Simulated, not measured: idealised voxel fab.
The name of this process module is voxel transistor to metal.
Square cells of 5 nm make up the cross-section cut, whose width is 155 nm.
The cross-sections in this document take the form of a grid made of square cells. They are written out as bands, in order from top to bottom. Each band consists of one or more rows of cells.
Band: top height; bottom height; in nm. Then, left to right: material with width in nm, for each material. "full width": a single material spanning edge to edge. "blank": empty space.
Heights are reckoned from 0. Under this level, the received wafer is all of one material. The bottommost band is open-ended downward, for example "top 0, no bottom".
Graded width ("30..40"): value in top row of band = first number; value in bottom row = second number; row-to-row change constant.
Where a step carries "no alterations made", the cross-section came out of it unchanged, cell for cell.
This entry, "Fully sealed cavities", enumerates those empty regions of no fewer than 8 cells that possess no open connection to the top. Each region is reported in the form width x height at distance, the distance being taken from the left edge, with all three quantities expressed in nm.
That trailing text on a step's line, after the settings, is the simulator's own remark on the step.
Steps that use a mask can have "overlay nm" on their line. It says how far the mask sat to the right of where it was meant to be. Negative means to the left.
The planned process steps are enumerated hereunder
1,RECEIVE, material Si
2,OXIDIZE, depth nm 5
3,CONFORMAL_DEP, material SiN, thk nm 10
4,MASKED_ETCH, tone cover, mask id ACTIVE, width nm 120, etch materials SiN, depth nm 10, overlay nm 0
5,MASKED_ETCH, tone cover, mask id ACTIVE, width nm 120, etch materials SiO2, depth nm 5, overlay nm 0
6,MASKED_ETCH, tone cover, mask id ACTIVE, width nm 120, etch materials Si, depth nm 20, overlay nm 0
7,FILL_DEP, material SiO2, thk nm 15
8,CMP, height nm 10
9,SELECTIVE_ETCH, etch materials SiO2, depth nm 10
10,STRIP, etch materials SiN
11,SELECTIVE_ETCH, etch materials SiO2, depth nm 5
12,OXIDIZE, depth nm 5
13,DIRECTIONAL_DEP, material polySi, thk nm 20
14,DIRECTIONAL_DEP, material SiCN, thk nm 10
15,MASKED_ETCH, tone cover, mask id GATE, width nm 30, etch materials SiCN, depth nm 20, overlay nm 0
16,MASKED_ETCH, tone cover, mask id GATE, width nm 30, etch materials polySi, depth nm 30, overlay nm 0
17,CONFORMAL_DEP, material SiN, thk nm 10
18,DIRECTIONAL_ETCH, etch materials SiN, depth nm 10
19,DIRECTIONAL_ETCH, etch materials SiO2, depth nm 5
20,EPI, material pSi, thk nm 5
21,FILL_DEP, material SiO2, thk nm 5
22,CMP, height nm 15
23,STRIP, etch materials polySi
24,SELECTIVE_ETCH, etch materials SiO2, depth nm 5
25,CONFORMAL_DEP, material HfO2, thk nm 5
26,CONFORMAL_DEP, material TiN, thk nm 5
27,FILL_DEP, material W, thk nm 10
28,CMP, height nm 10
29,DIRECTIONAL_DEP, material SiO2, thk nm 15
30,PATTERN, tone open, mask id CONTACT, material resist, width nm 20, pitch nm 80, thk nm 15, overlay nm 0
31,DIRECTIONAL_ETCH, etch materials SiO2, depth nm 30
32,STRIP, etch materials resist
33,CONFORMAL_DEP, material TiN, thk nm 5
34,FILL_DEP, material W, thk nm 5
35,CMP, height nm 25
36,DIRECTIONAL_DEP, material TiN, thk nm 5
37,DIRECTIONAL_DEP, material Ru, thk nm 20
38,PATTERN, tone cover, mask id METAL_1, material resist, width nm 20, pitch nm 80, thk nm 15, overlay nm 0
39,DIRECTIONAL_ETCH, etch materials Ru, depth nm 20
40,DIRECTIONAL_ETCH, etch materials TiN, depth nm 5
41,STRIP, etch materials resist
42,FILL_DEP, material lowk, thk nm 5
43,CMP, height nm 50
44,CONFORMAL_DEP, material SiCN, thk nm 5
The first of two wafers, run as planned
Cross-section: wafer on arrival = after step 1
top 0, no bottom | Si full width
Fully sealed cavities: none
The following cross-section depicts the wafer upon completion of step 2
top 0, bottom -5 | SiO2 full width
Note: structure below -5 unchanged.
The following cross-section depicts the wafer upon completion of step 3
top 10, bottom 0 | SiN full width
Note: structure below 0 unchanged.
The following cross-section depicts the wafer upon completion of step 4
top 10, bottom 0 | 15 nm blank  120 nm SiN  20 nm blank
Note: structure below 0 unchanged.
The following cross-section depicts the wafer upon completion of step 5
top 10, bottom 0 | 15 nm blank  120 nm SiN  20 nm blank
top 0, bottom -5 | 15 nm blank  120 nm SiO2  20 nm blank
Note: structure below -5 unchanged.
The following cross-section depicts the wafer upon completion of step 6
top 10, bottom 0 | 15 nm blank  120 nm SiN  20 nm blank
top 0, bottom -5 | 15 nm blank  120 nm SiO2  20 nm blank
top -5, bottom -25 | 15 nm blank  120 nm Si  20 nm blank
Note: structure below -25 unchanged.
The following cross-section depicts the wafer upon completion of step 7
top 25, bottom 10 | SiO2 full width
top 10, bottom 0 | 15 nm SiO2  120 nm SiN  20 nm SiO2
top 0, bottom -5 | SiO2 full width
top -5, bottom -25 | 15 nm SiO2  120 nm Si  20 nm SiO2
Note: structure below -25 unchanged.
The following cross-section depicts the wafer upon completion of step 8
top 10, bottom 0 | 15 nm SiO2  120 nm SiN  20 nm SiO2
Note: structure below 0 unchanged.
The following cross-section depicts the wafer upon completion of step 9
top 10, bottom 0 | 15 nm blank  120 nm SiN  20 nm blank
Note: structure below 0 unchanged.
The following cross-section depicts the wafer upon completion of step 10
top 0, bottom -5 | SiO2 full width
Note: structure below -5 unchanged.
The following cross-section depicts the wafer upon completion of step 11
top -5, bottom -25 | 15 nm SiO2  120 nm Si  20 nm SiO2
Note: structure below -25 unchanged.
The following cross-section depicts the wafer upon completion of step 12
top -5, bottom -10 | SiO2 full width
Note: structure below -10 unchanged.
The following cross-section depicts the wafer upon completion of step 13
top 15, bottom -5 | polySi full width
Note: structure below -5 unchanged.
The following cross-section depicts the wafer upon completion of step 14
top 25, bottom 15 | SiCN full width
Note: structure below 15 unchanged.
The following cross-section depicts the wafer upon completion of step 15
top 25, bottom 15 | 60 nm blank  30 nm SiCN  65 nm blank
Note: structure below 15 unchanged.
The following cross-section depicts the wafer upon completion of step 16
top 25, bottom 15 | 60 nm blank  30 nm SiCN  65 nm blank
top 15, bottom -5 | 60 nm blank  30 nm polySi  65 nm blank
Note: structure below -5 unchanged.
The following cross-section depicts the wafer upon completion of step 17
top 35, bottom 25 | 50 nm blank  50 nm SiN  55 nm blank
top 25, bottom 15 | 50 nm blank  10 nm SiN  30 nm SiCN  10 nm SiN  55 nm blank
top 15, bottom 5 | 50 nm blank  10 nm SiN  30 nm polySi  10 nm SiN  55 nm blank
top 5, bottom -5 | 60 nm SiN  30 nm polySi  65 nm SiN
Note: structure below -5 unchanged.
The following cross-section depicts the wafer upon completion of step 18
top 25, bottom 15 | 50 nm blank  10 nm SiN  30 nm SiCN  10 nm SiN  55 nm blank
top 15, bottom -5 | 50 nm blank  10 nm SiN  30 nm polySi  10 nm SiN  55 nm blank
Note: structure below -5 unchanged.
The following cross-section depicts the wafer upon completion of step 19
top 25, bottom 15 | 50 nm blank  10 nm SiN  30 nm SiCN  10 nm SiN  55 nm blank
top 15, bottom -5 | 50 nm blank  10 nm SiN  30 nm polySi  10 nm SiN  55 nm blank
top -5, bottom -10 | 50 nm blank  50 nm SiO2  55 nm blank
Note: structure below -10 unchanged.
The following cross-section depicts the wafer upon completion of step 20
top 25, bottom 15 | 50 nm blank  10 nm SiN  30 nm SiCN  10 nm SiN  55 nm blank
top 15, bottom -5 | 50 nm blank  10 nm SiN  30 nm polySi  10 nm SiN  55 nm blank
top -5, bottom -10 | 10 nm blank  40 nm pSi  50 nm SiO2  40 nm pSi  15 nm blank
Note: structure below -10 unchanged.
The following cross-section depicts the wafer upon completion of step 21
top 30, bottom 25 | SiO2 full width
top 25, bottom 15 | 50 nm SiO2  10 nm SiN  30 nm SiCN  10 nm SiN  55 nm SiO2
top 15, bottom -5 | 50 nm SiO2  10 nm SiN  30 nm polySi  10 nm SiN  55 nm SiO2
top -5, bottom -10 | 10 nm SiO2  40 nm pSi  50 nm SiO2  40 nm pSi  15 nm SiO2
Note: structure below -10 unchanged.
The following cross-section depicts the wafer upon completion of step 22
top 15, bottom -5 | 50 nm SiO2  10 nm SiN  30 nm polySi  10 nm SiN  55 nm SiO2
Note: structure below -5 unchanged.
The following cross-section depicts the wafer upon completion of step 23
top 15, bottom -5 | 50 nm SiO2  10 nm SiN  30 nm blank  10 nm SiN  55 nm SiO2
Note: structure below -5 unchanged.
The following cross-section depicts the wafer upon completion of step 24
top 15, bottom 10 | 50 nm blank  10 nm SiN  30 nm blank  10 nm SiN  55 nm blank
top 10, bottom -5 | 50 nm SiO2  10 nm SiN  30 nm blank  10 nm SiN  55 nm SiO2
top -5, bottom -10 | 10 nm SiO2  40 nm pSi  5 nm SiO2  40 nm blank  5 nm SiO2  40 nm pSi  15 nm SiO2
Note: structure below -10 unchanged.
The following cross-section depicts the wafer upon completion of step 25
top 20, bottom 15 | 45 nm blank  20 nm HfO2  20 nm blank  20 nm HfO2  50 nm blank
top 15, bottom 10 | 50 nm HfO2  10 nm SiN  5 nm HfO2  20 nm blank  5 nm HfO2  10 nm SiN  55 nm HfO2
top 10, bottom -5 | 50 nm SiO2  10 nm SiN  5 nm HfO2  20 nm blank  5 nm HfO2  10 nm SiN  55 nm SiO2
top -5, bottom -10 | 10 nm SiO2  40 nm pSi  5 nm SiO2  40 nm HfO2  5 nm SiO2  40 nm pSi  15 nm SiO2
Note: structure below -10 unchanged.
The following cross-section depicts the wafer upon completion of step 26
top 25, bottom 20 | 40 nm blank  30 nm TiN  10 nm blank  30 nm TiN  45 nm blank
top 20, bottom 15 | 45 nm TiN  20 nm HfO2  5 nm TiN  10 nm blank  5 nm TiN  20 nm HfO2  50 nm TiN
top 15, bottom 10 | 50 nm HfO2  10 nm SiN  5 nm HfO2  5 nm TiN  10 nm blank  5 nm TiN  5 nm HfO2  10 nm SiN  55 nm HfO2
top 10, bottom 0 | 50 nm SiO2  10 nm SiN  5 nm HfO2  5 nm TiN  10 nm blank  5 nm TiN  5 nm HfO2  10 nm SiN  55 nm SiO2
top 0, bottom -5 | 50 nm SiO2  10 nm SiN  5 nm HfO2  20 nm TiN  5 nm HfO2  10 nm SiN  55 nm SiO2
Note: structure below -5 unchanged.
The following cross-section depicts the wafer upon completion of step 27
top 35, bottom 25 | W full width
top 25, bottom 20 | 40 nm W  30 nm TiN  10 nm W  30 nm TiN  45 nm W
top 20, bottom 15 | 45 nm TiN  20 nm HfO2  5 nm TiN  10 nm W  5 nm TiN  20 nm HfO2  50 nm TiN
top 15, bottom 10 | 50 nm HfO2  10 nm SiN  5 nm HfO2  5 nm TiN  10 nm W  5 nm TiN  5 nm HfO2  10 nm SiN  55 nm HfO2
top 10, bottom 0 | 50 nm SiO2  10 nm SiN  5 nm HfO2  5 nm TiN  10 nm W  5 nm TiN  5 nm HfO2  10 nm SiN  55 nm SiO2
Note: structure below 0 unchanged.
The following cross-section depicts the wafer upon completion of step 28
top 10, bottom 0 | 50 nm SiO2  10 nm SiN  5 nm HfO2  5 nm TiN  10 nm W  5 nm TiN  5 nm HfO2  10 nm SiN  55 nm SiO2
Note: structure below 0 unchanged.
The following cross-section depicts the wafer upon completion of step 29
top 25, bottom 10 | SiO2 full width
Note: structure below 10 unchanged.
The following cross-section depicts the wafer upon completion of step 30
top 40, bottom 25 | 25 nm resist  20 nm blank  60 nm resist  20 nm blank  30 nm resist
Note: structure below 25 unchanged.
The following cross-section depicts the wafer upon completion of step 31
top 40, bottom 25 | 25 nm resist  20 nm blank  60 nm resist  20 nm blank  30 nm resist
top 25, bottom 10 | 25 nm SiO2  20 nm blank  60 nm SiO2  20 nm blank  30 nm SiO2
top 10, bottom 0 | 25 nm SiO2  20 nm blank  5 nm SiO2  10 nm SiN  5 nm HfO2  5 nm TiN  10 nm W  5 nm TiN  5 nm HfO2  10 nm SiN  5 nm SiO2  20 nm blank  30 nm SiO2
top 0, bottom -5 | 25 nm SiO2  20 nm blank  5 nm SiO2  10 nm SiN  5 nm HfO2  20 nm TiN  5 nm HfO2  10 nm SiN  5 nm SiO2  20 nm blank  30 nm SiO2
Note: structure below -5 unchanged.
The following cross-section depicts the wafer upon completion of step 32
top 25, bottom 10 | 25 nm SiO2  20 nm blank  60 nm SiO2  20 nm blank  30 nm SiO2
Note: structure below 10 unchanged.
The following cross-section depicts the wafer upon completion of step 33
top 30, bottom 25 | 30 nm TiN  10 nm blank  70 nm TiN  10 nm blank  35 nm TiN
top 25, bottom 10 | 25 nm SiO2  5 nm TiN  10 nm blank  5 nm TiN  60 nm SiO2  5 nm TiN  10 nm blank  5 nm TiN  30 nm SiO2
top 10, bottom 0 | 25 nm SiO2  5 nm TiN  10 nm blank  5 nm TiN  5 nm SiO2  10 nm SiN  5 nm HfO2  5 nm TiN  10 nm W  5 nm TiN  5 nm HfO2  10 nm SiN  5 nm SiO2  5 nm TiN  10 nm blank  5 nm TiN  30 nm SiO2
top 0, bottom -5 | 25 nm SiO2  20 nm TiN  5 nm SiO2  10 nm SiN  5 nm HfO2  20 nm TiN  5 nm HfO2  10 nm SiN  5 nm SiO2  20 nm TiN  30 nm SiO2
Note: structure below -5 unchanged.
The following cross-section depicts the wafer upon completion of step 34
top 35, bottom 30 | W full width
top 30, bottom 25 | 30 nm TiN  10 nm W  70 nm TiN  10 nm W  35 nm TiN
top 25, bottom 10 | 25 nm SiO2  5 nm TiN  10 nm W  5 nm TiN  60 nm SiO2  5 nm TiN  10 nm W  5 nm TiN  30 nm SiO2
top 10, bottom 0 | 25 nm SiO2  5 nm TiN  10 nm W  5 nm TiN  5 nm SiO2  10 nm SiN  5 nm HfO2  5 nm TiN  10 nm W  5 nm TiN  5 nm HfO2  10 nm SiN  5 nm SiO2  5 nm TiN  10 nm W  5 nm TiN  30 nm SiO2
Note: structure below 0 unchanged.
The following cross-section depicts the wafer upon completion of step 35
top 25, bottom 10 | 25 nm SiO2  5 nm TiN  10 nm W  5 nm TiN  60 nm SiO2  5 nm TiN  10 nm W  5 nm TiN  30 nm SiO2
Note: structure below 10 unchanged.
The following cross-section depicts the wafer upon completion of step 36
top 30, bottom 25 | TiN full width
Note: structure below 25 unchanged.
The following cross-section depicts the wafer upon completion of step 37
top 50, bottom 30 | Ru full width
Note: structure below 30 unchanged.
The following cross-section depicts the wafer upon completion of step 38
top 65, bottom 50 | 25 nm blank  20 nm resist  60 nm blank  20 nm resist  30 nm blank
Note: structure below 50 unchanged.
The following cross-section depicts the wafer upon completion of step 39
top 65, bottom 50 | 25 nm blank  20 nm resist  60 nm blank  20 nm resist  30 nm blank
top 50, bottom 30 | 25 nm blank  20 nm Ru  60 nm blank  20 nm Ru  30 nm blank
Note: structure below 30 unchanged.
The following cross-section depicts the wafer upon completion of step 40
top 65, bottom 50 | 25 nm blank  20 nm resist  60 nm blank  20 nm resist  30 nm blank
top 50, bottom 30 | 25 nm blank  20 nm Ru  60 nm blank  20 nm Ru  30 nm blank
top 30, bottom 25 | 25 nm blank  20 nm TiN  60 nm blank  20 nm TiN  30 nm blank
Note: structure below 25 unchanged.
The following cross-section depicts the wafer upon completion of step 41
top 50, bottom 30 | 25 nm blank  20 nm Ru  60 nm blank  20 nm Ru  30 nm blank
Note: structure below 30 unchanged.
The following cross-section depicts the wafer upon completion of step 42
top 55, bottom 50 | lowk full width
top 50, bottom 30 | 25 nm lowk  20 nm Ru  60 nm lowk  20 nm Ru  30 nm lowk
top 30, bottom 25 | 25 nm lowk  20 nm TiN  60 nm lowk  20 nm TiN  30 nm lowk
Note: structure below 25 unchanged.
The following cross-section depicts the wafer upon completion of step 43
top 50, bottom 30 | 25 nm lowk  20 nm Ru  60 nm lowk  20 nm Ru  30 nm lowk
Note: structure below 30 unchanged.
The following cross-section depicts the wafer upon completion of step 44
top 55, bottom 50 | SiCN full width
Note: structure below 50 unchanged.
Here the second wafer is described. Its start and its plan were those of the first wafer. Its run contained one mistake. Up to and including step 42, it did exactly what the first wafer did
Cross-sectional view of the second wafer at the intended end time of process step 43
top 45, bottom 30 | 25 nm lowk  20 nm Ru  60 nm lowk  20 nm Ru  30 nm lowk
Note: structure below 30 unchanged.
Cross-sectional view of the second wafer at the intended end time of process step 44
top 50, bottom 45 | SiCN full width
Note: structure below 45 unchanged.
Plan not followed: for step 43, the planned setting was not used; the step was instead run as CMP, height nm 45
Looking at both finished wafers in cells, the second ends up ahead of or behind the first on some materials: 8 fewer of Ru, 23 fewer of lowk
